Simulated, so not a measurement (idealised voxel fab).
The name of this process module is voxel ribs on slabs.
In the cross-section labelled cut, the width is 190 nm and each square cell is 5 nm.
Square cells in a grid make up a cross-section in this document, and the grid is given as bands, listed from the top down, each one or more rows of cells. In this notation a band is specified by the heights of its top and bottom, in that order and in nm, after which its materials appear from left to right, each paired with its width in nm. The word "throughout" attached to a single material means that material fills the band from edge to edge; the word "air" stands for empty space. Measure heights from 0. That's the level where, below it, the as-received wafer is all one material. The lowest band is bottomless and extends downward; write it as in "top 0, no bottom". The expression "30->40" gives the width at the extremes of the band, the first number at its top row of cells and the second at its bottom row, with the width changing by equal amounts from each row to the next in between. The designation "all unchanged", where it is given for a processing step, indicates that no cell of the cross-section was altered in the course of that step. Enclosed voids (no open way to top), threshold 8 cells or more, entry "Cavities, sealed", notation width x height at distance, distance from left edge, nm. Past the settings on a step's line: simulator remark, on that step. What "overlay nm" on a step's line means: if the step has a mask, that mask lay this far to the right of its planned place, or, when the value is negative, to the left.
# Process steps (planned)
1 RECEIVE, material Si
2 DIRECTIONAL_DEP, material SiO2, thk nm 30
3 DIRECTIONAL_DEP, material SiN, thk nm 25
4 MASKED_ETCH, tone cover, mask id RIB, width nm 15, etch materials SiN, depth nm 20, overlay nm 0
5 PATTERN, tone cover, mask id SLAB, material resist, width nm 60, thk nm 20, overlay nm 0
6 DIRECTIONAL_ETCH, etch materials SiN, depth nm 5
7 STRIP, etch materials resist
8 FILL_DEP, material SiO2, thk nm 15
9 CMP, height nm 65
10 DIRECTIONAL_DEP, material TiN, thk nm 5
11 DIRECTIONAL_DEP, material aC, thk nm 10
12 PATTERN, tone cover, mask id HEATER, material resist, width nm 30, thk nm 25, overlay nm 0
13 DIRECTIONAL_ETCH, etch materials aC, depth nm 10
14 STRIP, etch materials resist
15 DIRECTIONAL_ETCH, etch materials TiN, depth nm 5
16 STRIP, etch materials aC
17 CONFORMAL_DEP, material SiO2, thk nm 5
Split variable: width nm, step 4. Plan value = first wafer. Wafers start alike.
# Received wafers, first of several: cross-section after step 1
	top 0, no bottom  Si throughout
	Cavities, sealed: none
# Row per wafer, end-of-module: cell gain (+)/loss (-) by material since the wafer came in, then closed voids
width nm 15, +24 SiN, +510 SiO2, +6 TiN, Cavities, sealed: none
width nm 20, +28 SiN, +506 SiO2, +6 TiN, Cavities, sealed: none
width nm 25, +32 SiN, +502 SiO2, +6 TiN, Cavities, sealed: none
width nm 30, +36 SiN, +498 SiO2, +6 TiN, Cavities, sealed: none
width nm 35, +40 SiN, +494 SiO2, +6 TiN, Cavities, sealed: none
